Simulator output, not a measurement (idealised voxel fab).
Title: Process Module voxel ribs on slabs
We display cut, a cross-section 270 nm in width whose square cells are each 5 nm.
Heads up, the way a cross-section reads in here is a grid of square cells, handed over as bands from the top down, with every band being one or more rows of cells.
Each band's line starts with the height of the band's top and of its bottom, in nm. Then come its materials from left to right, each with its width in nm. One material with "all across" fills the band from edge to edge. "air" is empty space.
Height datum 0, below which the as-received substrate wafer is one material. Lowest band open at the bottom, running downward: "0 and below".
The width entry "30->40" should be interpreted row by row: the top row of cells in the band takes the first number, the bottom row takes the second number, and the change between adjacent rows is uniform throughout.
It should be understood that the words "nothing got changed", when stated for a given step, signify that the cross-section underwent no change in any of its cells during that step.
"Completely enclosed voids" means: voids of 8 cells or more that are shut off from the top with no open way through. Written width x height at distance, distance from the left edge, in nm.
Where a step's line continues beyond its settings, the continuation is a remark by the simulator itself on that step.
"overlay nm", when on a step's line for a step with a mask, measures how far to the right of its planned place the mask lay; a negative measure means to the left.

-- The steps planned for the process are as follows
1) op RECEIVE | material Si
2) op DIRECTIONAL_DEP | material SiO2 | thk nm 25
3) op DIRECTIONAL_DEP | material SiN | thk nm 20
4) op PATTERN | tone cover | mask id RIB | material resist | width nm 20 | thk nm 15 | overlay nm 0
5) op DIRECTIONAL_ETCH | etch materials SiN | depth nm 15
6) op STRIP | etch materials resist
7) op MASKED_ETCH | tone cover | mask id SLAB | width nm 80 | etch materials SiN | depth nm 5 | overlay nm 0
8) op FILL_DEP | material SiO2 | thk nm 25
9) op CMP | height nm 65
10) op DIRECTIONAL_DEP | material TiN | thk nm 5
11) op DIRECTIONAL_DEP | material aC | thk nm 15
12) op PATTERN | tone cover | mask id HEATER | material resist | width nm 40 | thk nm 35 | overlay nm 0
13) op DIRECTIONAL_ETCH | etch materials aC | depth nm 15
14) op STRIP | etch materials resist
15) op DIRECTIONAL_ETCH | etch materials TiN | depth nm 5
16) op STRIP | etch materials aC
17) op CONFORMAL_DEP | material SiO2 | thk nm 10
Don't read the plan's width nm for step 4 as applying to every wafer: that's the first wafer's value, and the wafers differ in it, though they all start identical.

-- Cross-section: the first of several wafers in its as-received state, i.e. following step 1
* 0 and below | Si all across
* Completely enclosed voids: none

-- Last step of the module is step 17; after it, the first of several wafers in cross-section
* 80 down to 75 | air: 105, SiO2: 60, air: 105
* 75 down to 70 | SiO2 all across
* 70 down to 65 | SiO2: 115, TiN: 40, SiO2: 115
* 65 down to 45 | SiO2 all across
* 45 down to 30 | SiO2: 125, SiN: 20, SiO2: 125
* 30 down to 25 | SiO2: 95, SiN: 80, SiO2: 95
* 25 down to 0 | SiO2 all across
* 0 and below | Si all across
* Completely enclosed voids: none

-- Here we cross-sectioned the last of the wafers once the module was done
* 80 down to 75 | air: 105, SiO2: 60, air: 105
* 75 down to 70 | SiO2 all across
* 70 down to 65 | SiO2: 115, TiN: 40, SiO2: 115
* 65 down to 45 | SiO2 all across
* 45 down to 30 | SiO2: 115, SiN: 45, SiO2: 110
* 30 down to 25 | SiO2: 95, SiN: 80, SiO2: 95
* 25 down to 0 | SiO2 all across
* 0 and below | Si all across
* Completely enclosed voids: none

-- Tabulated below, wafer by wafer, are the end-of-module results: for each material, the number of cells gained (+) or lost (-) relative to the as-received state, followed by the closed voids
width nm 20 | +28 SiN | +786 SiO2 | +8 TiN | Completely enclosed voids: none
width nm 25 | +31 SiN | +783 SiO2 | +8 TiN | Completely enclosed voids: none
width nm 30 | +34 SiN | +780 SiO2 | +8 TiN | Completely enclosed voids: none
width nm 35 | +37 SiN | +777 SiO2 | +8 TiN | Completely enclosed voids: none
width nm 40 | +40 SiN | +774 SiO2 | +8 TiN | Completely enclosed voids: none
width nm 45 | +43 SiN | +771 SiO2 | +8 TiN | Completely enclosed voids: none
